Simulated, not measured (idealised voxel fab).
process module | voxel capacitor over wiring
cross-section cut | 260 nm wide | cells 5 nm
A cross-section is a grid of square cells, given in bands from the top down. A band is one or more rows of cells.
Each band's line starts with the height of the band's top and of its bottom, in nm. Then come its materials from left to right, each with its width in nm. One material with "throughout" fills the band from edge to edge. "air" is empty space.
Height 0 is the level under which the wafer as received is all one material. The lowest band goes on downwards, as in "0 down".
A width such as "30 to 40" changes by the same amount from each row of cells to the next, from the band's top row to its bottom row.
"no change" after a step means that no cell of the cross-section changed.
closed voids: empty space of 8 cells or more with no open way to the top, each as width x height at its distance from the left edge, in nm
after a step's settings: what the simulator itself notes on the step
overlay nm, on a step with a mask: how far to the right of its planned place the mask lay; to the left if negative
plan
1 op RECEIVE | material Si
2 op CONFORMAL_DEP | material SiO2 | thk nm 10
3 op CONFORMAL_DEP | material SiN | thk nm 5
4 op DIRECTIONAL_DEP | material lowk | thk nm 25
5 op DIRECTIONAL_DEP | material aC | thk nm 15
6 op PATTERN | tone open | mask id METAL_1 | material resist | width nm 20 | pitch nm 80 | thk nm 30 | overlay nm 0
7 op DIRECTIONAL_ETCH | etch materials aC | depth nm 15
8 op STRIP | etch materials resist
9 op DIRECTIONAL_ETCH | etch materials lowk | depth nm 25
10 op DIRECTIONAL_ETCH | etch materials SiN | depth nm 5
11 op STRIP | etch materials aC
12 op CONFORMAL_DEP | material TiN | thk nm 5
13 op FILL_DEP | material Cu | thk nm 5
14 op CMP | height nm 40
15 op CONFORMAL_DEP | material SiCN | thk nm 5
16 op DIRECTIONAL_DEP | material SiO2 | thk nm 20
17 op PATTERN | tone open | mask id PLUG_1 | material resist | width nm 15 | thk nm 20 | overlay nm 0
18 op DIRECTIONAL_ETCH | etch materials SiO2 | depth nm 20
19 op DIRECTIONAL_ETCH | etch materials SiCN | depth nm 5
20 op STRIP | etch materials resist
21 op EPI | material Ru | thk nm 10
22 op EPI | material Ru | thk nm 10
23 op EPI | material Ru | thk nm 5
24 op DIRECTIONAL_DEP | material TiN | thk nm 5
25 op DIRECTIONAL_DEP | material Al2O3 | thk nm 5
26 op DIRECTIONAL_DEP | material TiN | thk nm 5
27 op PATTERN | tone cover | mask id UPPER_PLATE | material resist | width nm 65 | thk nm 20 | overlay nm 0
28 op DIRECTIONAL_ETCH | etch materials TiN | depth nm 5
29 op DIRECTIONAL_ETCH | etch materials Al2O3 | depth nm 5
30 op STRIP | etch materials resist
31 op DIRECTIONAL_DEP | material aC | thk nm 10
32 op PATTERN | tone cover | mask id LOWER_PLATE | material resist | width nm 75 | thk nm 25 | overlay nm 0
33 op DIRECTIONAL_ETCH | etch materials aC | depth nm 10
34 op STRIP | etch materials resist
35 op DIRECTIONAL_ETCH | etch materials TiN | depth nm 5
36 op STRIP | etch materials aC
37 op FILL_DEP | material SiO2 | thk nm 20
38 op CMP | height nm 95
39 op DIRECTIONAL_DEP | material aC | thk nm 15
40 op PATTERN | tone open | mask id PLUG_2 | material resist | width nm 15 | thk nm 30 | overlay nm 0
41 op DIRECTIONAL_ETCH | etch materials aC | depth nm 15
42 op STRIP | etch materials resist
43 op DIRECTIONAL_ETCH | etch materials SiO2 | depth nm 15
44 op STRIP | etch materials aC
45 op CONFORMAL_DEP | material TiN | thk nm 5
46 op FILL_DEP | material Cu | thk nm 10
47 op CMP | height nm 95
48 op CONFORMAL_DEP | material SiN | thk nm 5
first wafer, as planned
as received, after step 1
  0 down: Si throughout
  closed voids: none
after step 2
  10 to 0: SiO2 throughout
  below 0: unchanged
after step 3
  15 to 10: SiN throughout
  below 10: unchanged
after step 4
  40 to 15: lowk throughout
  below 15: unchanged
after step 5
  55 to 40: aC throughout
  below 40: unchanged
after step 6
  85 to 55: resist 80 | air 20 | resist 60 | air 20 | resist 80
  below 55: unchanged
after step 7
  70 to 55: resist 80 | air 20 | resist 60 | air 20 | resist 80
  55 to 40: aC 80 | air 20 | aC 60 | air 20 | aC 80
  below 40: unchanged
after step 8
  55 to 40: aC 80 | air 20 | aC 60 | air 20 | aC 80
  below 40: unchanged
after step 9
  55 to 40: aC 80 | air 20 | aC 60 | air 20 | aC 80
  40 to 15: lowk 80 | air 20 | lowk 60 | air 20 | lowk 80
  below 15: unchanged
after step 10
  55 to 40: aC 80 | air 20 | aC 60 | air 20 | aC 80
  40 to 15: lowk 80 | air 20 | lowk 60 | air 20 | lowk 80
  15 to 10: SiN 80 | air 20 | SiN 60 | air 20 | SiN 80
  below 10: unchanged
after step 11
  40 to 15: lowk 80 | air 20 | lowk 60 | air 20 | lowk 80
  below 15: unchanged
after step 12
  45 to 40: TiN 85 | air 10 | TiN 70 | air 10 | TiN 85
  40 to 15: lowk 80 | TiN 5 | air 10 | TiN 5 | lowk 60 | TiN 5 | air 10 | TiN 5 | lowk 80
  15 to 10: SiN 80 | TiN 20 | SiN 60 | TiN 20 | SiN 80
  below 10: unchanged
after step 13
  50 to 45: Cu throughout
  45 to 40: TiN 85 | Cu 10 | TiN 70 | Cu 10 | TiN 85
  40 to 15: lowk 80 | TiN 5 | Cu 10 | TiN 5 | lowk 60 | TiN 5 | Cu 10 | TiN 5 | lowk 80
  below 15: unchanged
after step 14
  40 to 15: lowk 80 | TiN 5 | Cu 10 | TiN 5 | lowk 60 | TiN 5 | Cu 10 | TiN 5 | lowk 80
  below 15: unchanged
after step 15
  45 to 40: SiCN throughout
  below 40: unchanged
after step 16
  65 to 45: SiO2 throughout
  below 45: unchanged
after step 17
  85 to 65: resist 85 | air 15 | resist 160
  below 65: unchanged
after step 18
  85 to 65: resist 85 | air 15 | resist 160
  65 to 45: SiO2 85 | air 15 | SiO2 160
  below 45: unchanged
after step 19
  85 to 65: resist 85 | air 15 | resist 160
  65 to 45: SiO2 85 | air 15 | SiO2 160
  45 to 40: SiCN 85 | air 15 | SiCN 160
  below 40: unchanged
after step 20
  65 to 45: SiO2 85 | air 15 | SiO2 160
  below 45: unchanged
after step 21
  65 to 50: SiO2 85 | air 15 | SiO2 160
  50 to 45: SiO2 85 | Ru 15 | SiO2 160
  45 to 40: SiCN 85 | Ru 15 | SiCN 160
  below 40: unchanged
after step 22
  65 to 60: SiO2 85 | air 15 | SiO2 160
  60 to 45: SiO2 85 | Ru 15 | SiO2 160
  below 45: unchanged
after step 23
  65 to 45: SiO2 85 | Ru 15 | SiO2 160
  below 45: unchanged
after step 24
  70 to 65: TiN throughout
  below 65: unchanged
after step 25
  75 to 70: Al2O3 throughout
  below 70: unchanged
after step 26
  80 to 75: TiN throughout
  below 75: unchanged
after step 27
  100 to 80: air 85 | resist 65 | air 110
  below 80: unchanged
after step 28
  100 to 80: air 85 | resist 65 | air 110
  80 to 75: air 85 | TiN 65 | air 110
  below 75: unchanged
after step 29
  100 to 80: air 85 | resist 65 | air 110
  80 to 75: air 85 | TiN 65 | air 110
  75 to 70: air 85 | Al2O3 65 | air 110
  below 70: unchanged
after step 30
  80 to 75: air 85 | TiN 65 | air 110
  below 75: unchanged
after step 31
  90 to 80: air 85 | aC 65 | air 110
  80 to 75: aC 85 | TiN 65 | aC 110
  75 to 70: aC 85 | Al2O3 65 | aC 110
  below 70: unchanged
after step 32
  115 to 90: air 80 | resist 75 | air 105
  90 to 80: air 80 | resist 5 | aC 65 | resist 5 | air 105
  below 80: unchanged
after step 33
  105 to 90: air 80 | resist 75 | air 105
  90 to 80: air 80 | resist 5 | aC 65 | resist 5 | air 105
  80 to 75: air 80 | aC 5 | TiN 65 | aC 5 | air 105
  75 to 70: air 80 | aC 5 | Al2O3 65 | aC 5 | air 105
  below 70: unchanged
after step 34
  90 to 80: air 85 | aC 65 | air 110
  below 80: unchanged
after step 35
  90 to 80: air 85 | aC 65 | air 110
  80 to 75: air 80 | aC 5 | TiN 65 | aC 5 | air 105
  75 to 70: air 80 | aC 5 | Al2O3 65 | aC 5 | air 105
  70 to 65: air 80 | TiN 75 | air 105
  below 65: unchanged
after step 36
  80 to 75: air 85 | TiN 65 | air 110
  75 to 70: air 85 | Al2O3 65 | air 110
  below 70: unchanged
after step 37
  100 to 80: SiO2 throughout
  80 to 75: SiO2 85 | TiN 65 | SiO2 110
  75 to 70: SiO2 85 | Al2O3 65 | SiO2 110
  70 to 65: SiO2 80 | TiN 75 | SiO2 105
  below 65: unchanged
after step 38
  95 to 80: SiO2 throughout
  below 80: unchanged
after step 39
  110 to 95: aC throughout
  below 95: unchanged
after step 40
  140 to 110: resist 95 | air 15 | resist 150
  below 110: unchanged
after step 41
  125 to 110: resist 95 | air 15 | resist 150
  110 to 95: aC 95 | air 15 | aC 150
  below 95: unchanged
after step 42
  110 to 95: aC 95 | air 15 | aC 150
  below 95: unchanged
after step 43
  110 to 95: aC 95 | air 15 | aC 150
  95 to 80: SiO2 95 | air 15 | SiO2 150
  below 80: unchanged
after step 44
  95 to 80: SiO2 95 | air 15 | SiO2 150
  below 80: unchanged
after step 45
  100 to 95: TiN 100 | air 5 | TiN 155
  95 to 85: SiO2 95 | TiN 5 | air 5 | TiN 5 | SiO2 150
  85 to 75: SiO2 95 to 85 | TiN 15 to 65 | SiO2 150 to 110
  below 75: unchanged
after step 46
  110 to 100: Cu throughout
  100 to 95: TiN 100 | Cu 5 | TiN 155
  95 to 85: SiO2 95 | TiN 5 | Cu 5 | TiN 5 | SiO2 150
  below 85: unchanged
after step 47
  95 to 85: SiO2 95 | TiN 5 | Cu 5 | TiN 5 | SiO2 150
  below 85: unchanged
after step 48
  100 to 95: SiN throughout
  below 95: unchanged
second wafer: like start, like plan, one mistake. Through step 15 it matches the first wafer
when step 16 should have ended
  55 to 45: SiO2 throughout
  below 45: unchanged
when step 17 should have ended
  75 to 55: resist 85 | air 15 | resist 160
  below 55: unchanged
when step 18 should have ended
  75 to 55: resist 85 | air 15 | resist 160
  55 to 45: SiO2 85 | air 15 | SiO2 160
  below 45: unchanged
when step 19 should have ended
  75 to 55: resist 85 | air 15 | resist 160
  55 to 45: SiO2 85 | air 15 | SiO2 160
  45 to 40: SiCN 85 | air 15 | SiCN 160
  below 40: unchanged
when step 20 should have ended
  55 to 45: SiO2 85 | air 15 | SiO2 160
  below 45: unchanged
when step 21 should have ended
  55 to 50: SiO2 85 | air 15 | SiO2 160
  50 to 45: SiO2 85 | Ru 15 | SiO2 160
  45 to 40: SiCN 85 | Ru 15 | SiCN 160
  below 40: unchanged
when step 22 should have ended
  60 to 55: air 80 | Ru 25 | air 155
  55 to 45: SiO2 85 | Ru 15 | SiO2 160
  below 45: unchanged
when step 23 should have ended
  65 to 55: air 75 | Ru 35 | air 150
  below 55: unchanged
when step 24 should have ended
  70 to 65: air 75 | TiN 35 | air 150
  65 to 60: air 75 | Ru 35 | air 150
  60 to 55: TiN 75 | Ru 35 | TiN 150
  below 55: unchanged
when step 25 should have ended
  75 to 70: air 75 | Al2O3 35 | air 150
  70 to 65: air 75 | TiN 35 | air 150
  65 to 60: Al2O3 75 | Ru 35 | Al2O3 150
  below 60: unchanged
when step 26 should have ended
  80 to 75: air 75 | TiN 35 | air 150
  75 to 70: air 75 | Al2O3 35 | air 150
  70 to 65: TiN throughout
  below 65: unchanged
when step 27 should have ended
  100 to 80: air 85 | resist 65 | air 110
  80 to 75: air 75 | TiN 35 | resist 40 | air 110
  75 to 70: air 75 | Al2O3 35 | resist 40 | air 110
  below 70: unchanged
when step 28 should have ended
  100 to 80: air 85 | resist 65 | air 110
  80 to 75: air 85 | TiN 25 | resist 40 | air 110
  75 to 70: air 75 | Al2O3 35 | resist 40 | air 110
  70 to 65: air 75 | TiN 75 | air 110
  below 65: unchanged
when step 29 should have ended
  100 to 80: air 85 | resist 65 | air 110
  80 to 75: air 85 | TiN 25 | resist 40 | air 110
  75 to 70: air 85 | Al2O3 25 | resist 40 | air 110
  70 to 65: air 75 | TiN 75 | air 110
  65 to 60: air 75 | Ru 35 | Al2O3 40 | air 110
  below 60: unchanged
when step 30 should have ended
  80 to 75: air 85 | TiN 25 | air 150
  75 to 70: air 85 | Al2O3 25 | air 150
  below 70: unchanged
when step 31 should have ended
  90 to 80: air 85 | aC 25 | air 150
  80 to 75: air 75 | aC 10 | TiN 25 | aC 40 | air 110
  75 to 70: air 75 | aC 10 | Al2O3 25 | aC 40 | air 110
  70 to 65: aC 75 | TiN 75 | aC 110
  65 to 60: aC 75 | Ru 35 | Al2O3 40 | aC 110
  below 60: unchanged
when step 32 should have ended
  115 to 90: air 80 | resist 75 | air 105
  90 to 80: air 80 | resist 5 | aC 25 | resist 45 | air 105
  80 to 75: air 75 | aC 10 | TiN 25 | aC 40 | resist 5 | air 105
  75 to 70: air 75 | aC 10 | Al2O3 25 | aC 40 | resist 5 | air 105
  below 70: unchanged
when step 33 should have ended
  105 to 90: air 80 | resist 75 | air 105
  90 to 80: air 80 | resist 5 | aC 25 | resist 45 | air 105
  80 to 75: air 80 | aC 5 | TiN 25 | aC 40 | resist 5 | air 105
  75 to 70: air 80 | aC 5 | Al2O3 25 | aC 40 | resist 5 | air 105
  70 to 65: air 75 | TiN 75 | aC 5 | air 105
  65 to 60: air 75 | Ru 35 | Al2O3 40 | aC 5 | air 105
  below 60: unchanged
when step 34 should have ended
  90 to 80: air 85 | aC 25 | air 150
  80 to 75: air 80 | aC 5 | TiN 25 | aC 40 | air 110
  75 to 70: air 80 | aC 5 | Al2O3 25 | aC 40 | air 110
  below 70: unchanged
when step 35 should have ended
  90 to 80: air 85 | aC 25 | air 150
  80 to 75: air 80 | aC 5 | TiN 25 | aC 40 | air 110
  75 to 70: air 80 | aC 5 | Al2O3 25 | aC 40 | air 110
  70 to 65: air 80 | TiN 70 | aC 5 | air 105
  65 to 60: air 75 | Ru 35 | Al2O3 40 | aC 5 | air 105
  60 to 55: air 75 | Ru 35 | TiN 45 | air 105
  below 55: unchanged
when step 36 should have ended
  80 to 75: air 85 | TiN 25 | air 150
  75 to 70: air 85 | Al2O3 25 | air 150
  70 to 65: air 80 | TiN 70 | air 110
  65 to 60: air 75 | Ru 35 | Al2O3 40 | air 110
  below 60: unchanged
when step 37 should have ended
  100 to 80: SiO2 throughout
  80 to 75: SiO2 85 | TiN 25 | SiO2 150
  75 to 70: SiO2 85 | Al2O3 25 | SiO2 150
  70 to 65: SiO2 80 | TiN 70 | SiO2 110
  65 to 60: SiO2 75 | Ru 35 | Al2O3 40 | SiO2 110
  60 to 55: SiO2 75 | Ru 35 | TiN 45 | SiO2 105
  below 55: unchanged
when step 38 should have ended
  95 to 80: SiO2 throughout
  below 80: unchanged
when step 39 should have ended
  110 to 95: aC throughout
  below 95: unchanged
when step 40 should have ended
  140 to 110: resist 95 | air 15 | resist 150
  below 110: unchanged
when step 41 should have ended
  125 to 110: resist 95 | air 15 | resist 150
  110 to 95: aC 95 | air 15 | aC 150
  below 95: unchanged
when step 42 should have ended
  110 to 95: aC 95 | air 15 | aC 150
  below 95: unchanged
when step 43 should have ended
  110 to 95: aC 95 | air 15 | aC 150
  95 to 80: SiO2 95 | air 15 | SiO2 150
  below 80: unchanged
when step 44 should have ended
  95 to 80: SiO2 95 | air 15 | SiO2 150
  below 80: unchanged
when step 45 should have ended
  100 to 95: TiN 100 | air 5 | TiN 155
  95 to 85: SiO2 95 | TiN 5 | air 5 | TiN 5 | SiO2 150
  85 to 75: SiO2 95 to 85 | TiN 15 to 25 | SiO2 150
  below 75: unchanged
when step 46 should have ended
  110 to 100: Cu throughout
  100 to 95: TiN 100 | Cu 5 | TiN 155
  95 to 85: SiO2 95 | TiN 5 | Cu 5 | TiN 5 | SiO2 150
  below 85: unchanged
when step 47 should have ended
  95 to 85: SiO2 95 | TiN 5 | Cu 5 | TiN 5 | SiO2 150
  below 85: unchanged
when step 48 should have ended
  100 to 95: SiN throughout
  below 95: unchanged
what went wrong: step 16 ran as: op DIRECTIONAL_DEP | material SiO2 | thk nm 10
at the end the second wafer has, in cells: 8 more of Ru | 8 fewer of SiO2
